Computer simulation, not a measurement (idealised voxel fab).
The document below concerns the process module designated voxel released beams.
Square cells of 5 nm make up the cross-section cut, whose width is 205 nm.
A cross-section is written here as square cells arranged in a grid, and it is given in bands from the top down, each band taking up one or more rows of cells.
A band entry consists of two parts. The first gives the height of the band's top and the height of its bottom, in nm. The rest lists the band's materials from left to right, each with its width in nm. A single material labelled with the word "all across" fills the band from edge to edge, and the word "blank" marks empty space.
The reference from which all heights are counted is 0, the level beneath which the as-received wafer is entirely one material; the lowest band, having no lower bound, proceeds downward and is written after the example "0 and below".
The width entry "30->40" should be interpreted row by row: the top row of cells in the band takes the first number, the bottom row takes the second number, and the change between adjacent rows is uniform throughout.
Given "nothing different" for a step, no cell of the cross-section differs between before and after that step.
The entry "Enclosed cavities" lists the empty spaces that cover at least 8 cells and have no open path to the top. Each is written as width x height at distance, where the distance is measured from the left edge and all three values are in nm.
If you see something after the settings on a step's line, that's the simulator's own remark about that step.
overlay nm: for a step with a mask, the amount by which the mask lay right of where it was planned; a negative amount means left of it.

Planned process steps:
step 1: RECEIVE: material Si
step 2: CONFORMAL_DEP: material SiN, thk nm 5
step 3: DIRECTIONAL_DEP: material SiO2, thk nm 15
step 4: PATTERN: tone open, mask id ANCHOR, material resist, width nm 35, thk nm 20, overlay nm 0
step 5: DIRECTIONAL_ETCH: etch materials SiO2, depth nm 15
step 6: STRIP: etch materials resist
step 7: CONFORMAL_DEP: material TiN, thk nm 15
step 8: PATTERN: tone cover, mask id BEAM, material resist, width nm 105, thk nm 15, overlay nm 0
step 9: DIRECTIONAL_ETCH: etch materials TiN, depth nm 15
step 10: STRIP: etch materials resist
step 11: STRIP: etch materials SiO2

Received-state cross-section, reflecting completion of step 1:
  0 and below | Si all across
  Enclosed cavities: none

The first of the two wafers as seen in cross-section once the module was finished; processing followed the plan:
  35 down to 20 | 45 of blank, 20 of TiN, 5 of blank, 80 of TiN, 55 of blank
  20 down to 5 | 50 of blank, 35 of TiN, 120 of blank
  5 down to 0 | SiN all across
  0 and below | Si all across
  Enclosed cavities: none

Second of two wafers, module complete, sectioned: it shares the first wafer's start and plan but was run with one mistake:
  35 down to 20 | 45 of blank, 20 of TiN, 10 of blank, 75 of TiN, 55 of blank
  20 down to 5 | 50 of blank, 40 of TiN, 115 of blank
  5 down to 0 | SiN all across
  0 and below | Si all across
  Enclosed cavities: none
Processing error: step 4 did not use the planned setting and instead ran as PATTERN: tone open, mask id ANCHOR, material resist, width nm 40, thk nm 20, overlay nm 0
Final state: per-material cell counts identical on both wafers; locations differ.
